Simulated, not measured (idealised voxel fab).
Title: Process Module voxel plated lines
In the cross-section labelled cut, the width is 285 nm and each square cell is 5 nm.
Each cross-section below is a grid of square cells, stated as bands in top-down order, with one or more rows of cells making up each band. This entry defines a band. It first specifies the height of the band's top and the height of its bottom in nm, and then specifies the band's materials from left to right, stating each material with its width in nm. The word "edge to edge" identifies a single material that fills the band from edge to edge, while the word "blank" identifies empty space. Below 0: as-received wafer, all one material; heights counted from there. Lowest band: no bottom, goes on down, written "0 -> down". It should be noted that a width expressed as "30 to 40" varies in equal increments from row to row of cells within the band, taking the value of the first number at the top row and that of the second number at the bottom row. For the purposes of this document, the phrase "same as before" attached to a step denotes that no cell within the cross-section was modified by that step. The entry titled "Sealed cavities" provides the empty spaces that have no open way to the top, restricted to those of 8 cells or more. Each is presented as width x height at distance, the distance being measured from the left edge, with all three in nm. It should be noted that, on the line of a given step, the content following the step's settings is a remark produced by the simulator itself with respect to that step. overlay nm, on a step with a mask: how far to the right of its planned place the mask lay; to the left if negative.

The following list gives the planned process steps
1. RECEIVE | material Si
2. CONFORMAL_DEP | material SiN | thk nm 10
3. DIRECTIONAL_DEP | material TiN | thk nm 5
4. PATTERN | tone open | mask id LINES | material resist | width nm 30 | pitch nm 60 | thk nm 15 | overlay nm 0
5. EPI | material Ru | thk nm 10
6. STRIP | etch materials resist
7. DIRECTIONAL_ETCH | etch materials TiN | depth nm 5
8. CONFORMAL_DEP | material SiN | thk nm 10

First of two wafers, with the run carried out as planned

As-received wafer cross-section (after step 1)
> 0 -> down  Si edge to edge
> Sealed cavities: none

Wafer section view after processing step 2
> 10 -> 0  SiN edge to edge
> Nothing below the height 0 has changed.

Wafer section view after processing step 3
> 15 -> 10  TiN edge to edge
> Nothing below the height 10 has changed.

Wafer section view after processing step 4
> 30 -> 15  resist 95 nm, then blank 30 nm, then resist 30 nm, then blank 30 nm, then resist 100 nm
> Nothing below the height 15 has changed.

Wafer section view after processing step 5
> 30 -> 25  resist 95 nm, then blank 30 nm, then resist 30 nm, then blank 30 nm, then resist 100 nm
> 25 -> 15  resist 95 nm, then Ru 30 nm, then resist 30 nm, then Ru 30 nm, then resist 100 nm
> Nothing below the height 15 has changed.

Wafer section view after processing step 6
> 25 -> 15  blank 95 nm, then Ru 30 nm, then blank 30 nm, then Ru 30 nm, then blank 100 nm
> Nothing below the height 15 has changed.

Wafer section view after processing step 7
> 25 -> 15  blank 95 nm, then Ru 30 nm, then blank 30 nm, then Ru 30 nm, then blank 100 nm
> 15 -> 10  blank 95 nm, then TiN 30 nm, then blank 30 nm, then TiN 30 nm, then blank 100 nm
> Nothing below the height 10 has changed.

Wafer section view after processing step 8
> 35 -> 25  blank 85 nm, then SiN 50 nm, then blank 10 nm, then SiN 50 nm, then blank 90 nm
> 25 -> 20  blank 85 nm, then SiN 10 nm, then Ru 30 nm, then SiN 10 nm, then blank 10 nm, then SiN 10 nm, then Ru 30 nm, then SiN 10 nm, then blank 90 nm
> 20 -> 15  SiN 95 nm, then Ru 30 nm, then SiN 30 nm, then Ru 30 nm, then SiN 100 nm
> 15 -> 10  SiN 95 nm, then TiN 30 nm, then SiN 30 nm, then TiN 30 nm, then SiN 100 nm
> Nothing below the height 10 has changed.

The Second Wafer: Common Origin and Plan, One Mistake in Execution, Identical to the First Through Step 4

Cross-section of the second wafer at the time by which step 5 should have been completed according to the plan
> 35 -> 30  blank 90 nm, then Ru 40 nm, then blank 20 nm, then Ru 40 nm, then blank 95 nm
> 30 -> 15  resist 95 nm, then Ru 30 nm, then resist 30 nm, then Ru 30 nm, then resist 100 nm
> Nothing below the height 15 has changed.

Cross-section of the second wafer at the time by which step 6 should have been completed according to the plan
> 35 -> 30  blank 90 nm, then Ru 40 nm, then blank 20 nm, then Ru 40 nm, then blank 95 nm
> 30 -> 15  blank 95 nm, then Ru 30 nm, then blank 30 nm, then Ru 30 nm, then blank 100 nm
> Nothing below the height 15 has changed.

Cross-section of the second wafer at the time by which step 7 should have been completed according to the plan
> 35 -> 30  blank 90 nm, then Ru 40 nm, then blank 20 nm, then Ru 40 nm, then blank 95 nm
> 30 -> 15  blank 95 nm, then Ru 30 nm, then blank 30 nm, then Ru 30 nm, then blank 100 nm
> 15 -> 10  blank 90 nm, then TiN 40 nm, then blank 20 nm, then TiN 40 nm, then blank 95 nm
> Nothing below the height 10 has changed.

Cross-section of the second wafer at the time by which step 8 should have been completed according to the plan
> 45 -> 35  blank 80 nm, then SiN 120 nm, then blank 85 nm
> 35 -> 30  blank 80 nm, then SiN 10 nm, then Ru 40 nm, then SiN 20 nm, then Ru 40 nm, then SiN 10 nm, then blank 85 nm
> 30 -> 20  blank 80 nm, then SiN 15 nm, then Ru 30 nm, then SiN 30 nm, then Ru 30 nm, then SiN 15 nm, then blank 85 nm
> 20 -> 15  SiN 95 nm, then Ru 30 nm, then SiN 30 nm, then Ru 30 nm, then SiN 100 nm
> 15 -> 10  SiN 90 nm, then TiN 40 nm, then SiN 20 nm, then TiN 40 nm, then SiN 95 nm
> Nothing below the height 10 has changed.
Run error: plan step 5 was twice executed
Bottom line after processing is that, in cells, the second wafer is up or down on some materials versus the first: Ru: 28 more; SiN: 28 more; TiN: 4 more
